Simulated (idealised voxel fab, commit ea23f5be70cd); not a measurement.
Presented below is a process module, voxel released beams.
For reference, the cross-section in this document is cut, with width 285 nm and square cells of 5 nm.
We lay out every cross-section as a grid of square cells and spell it out in bands from the top down, where one band means one or more rows of cells.
Within each band entry, the heights of the top and of the bottom of the band appear first, in that order and in nm; the materials of the band then follow from left to right, each with its corresponding width in nm. The designation "throughout" on a single material indicates that it fills the band from edge to edge; the designation "blank" indicates empty space.
A quick word on heights: they are counted from 0, and under that level the wafer as it came to us is one material throughout. The lowest band is different from the rest in having no bottom; it simply continues downward, written as in "0 nm and below".
The width entry "30..40" should be interpreted row by row: the top row of cells in the band takes the first number, the bottom row takes the second number, and the change between adjacent rows is uniform throughout.
When a step is marked "nothing different", none of the cells in the cross-section changed during that step.
You'll see "Enclosed void catalog" listing empty spaces that have no way open to the top, as long as they're 8 cells or more; the notation is width x height at distance, where the distance is from the left edge, and all of it is in nm.
It should be noted that, on the line of a given step, the content following the step's settings is a remark produced by the simulator itself with respect to that step.
The setting "overlay nm" may be written on the line of a step. When the step uses a mask, the value reports how far to the right of the planned place the mask lay, and a negative value reports that it lay to the left.
Listed below are the process steps as planned
1: RECEIVE,material Si
2: CONFORMAL_DEP,material SiN,thk nm 5
3: DIRECTIONAL_DEP,material SiO2,thk nm 15
4: PATTERN,tone open,mask id ANCHOR,material resist,width nm 35,thk nm 20,overlay nm 0
5: DIRECTIONAL_ETCH,etch materials SiO2,depth nm 15
6: STRIP,etch materials resist
7: CONFORMAL_DEP,material polySi,thk nm 15
8: DIRECTIONAL_DEP,material aC,thk nm 15
9: PATTERN,tone cover,mask id BEAM,material resist,width nm 90,thk nm 30,overlay nm 0
10: DIRECTIONAL_ETCH,etch materials aC,depth nm 15
11: STRIP,etch materials resist
12: DIRECTIONAL_ETCH,etch materials polySi,depth nm 15
13: STRIP,etch materials aC
14: STRIP,etch materials SiO2
What sets these wafers apart? The width nm at step 9. They all start alike, and the plan carries the first wafer's value.
first wafer as received, after step 1
> 0 nm and below  Si throughout
> Enclosed void catalog: none
Cross-section after step 14, the final step of the module, for the first of several wafers
> 35 nm to 20 nm  blank: 95; polySi: 15; blank: 5; polySi: 70; blank: 100
> 20 nm to 5 nm  blank: 95; polySi: 35; blank: 155
> 5 nm to 0 nm  SiN throughout
> 0 nm and below  Si throughout
> Enclosed void catalog: none
End of module, last wafer sectioned
> 35 nm to 20 nm  blank: 85; polySi: 25; blank: 5; polySi: 85; blank: 85
> 20 nm to 5 nm  blank: 95; polySi: 35; blank: 155
> 5 nm to 0 nm  SiN throughout
> 0 nm and below  Si throughout
> Enclosed void catalog: none
Each row below is a wafer at the end of the module, listing for every material the number of cells it has gained (+) or lost (-) since it was received, followed by its closed voids
width nm 90; +57 SiN; +72 polySi; Enclosed void catalog: none
width nm 95; +57 SiN; +75 polySi; Enclosed void catalog: none
width nm 100; +57 SiN; +78 polySi; Enclosed void catalog: none
width nm 105; +57 SiN; +81 polySi; Enclosed void catalog: none
width nm 110; +57 SiN; +84 polySi; Enclosed void catalog: none
width nm 115; +57 SiN; +87 polySi; Enclosed void catalog: none
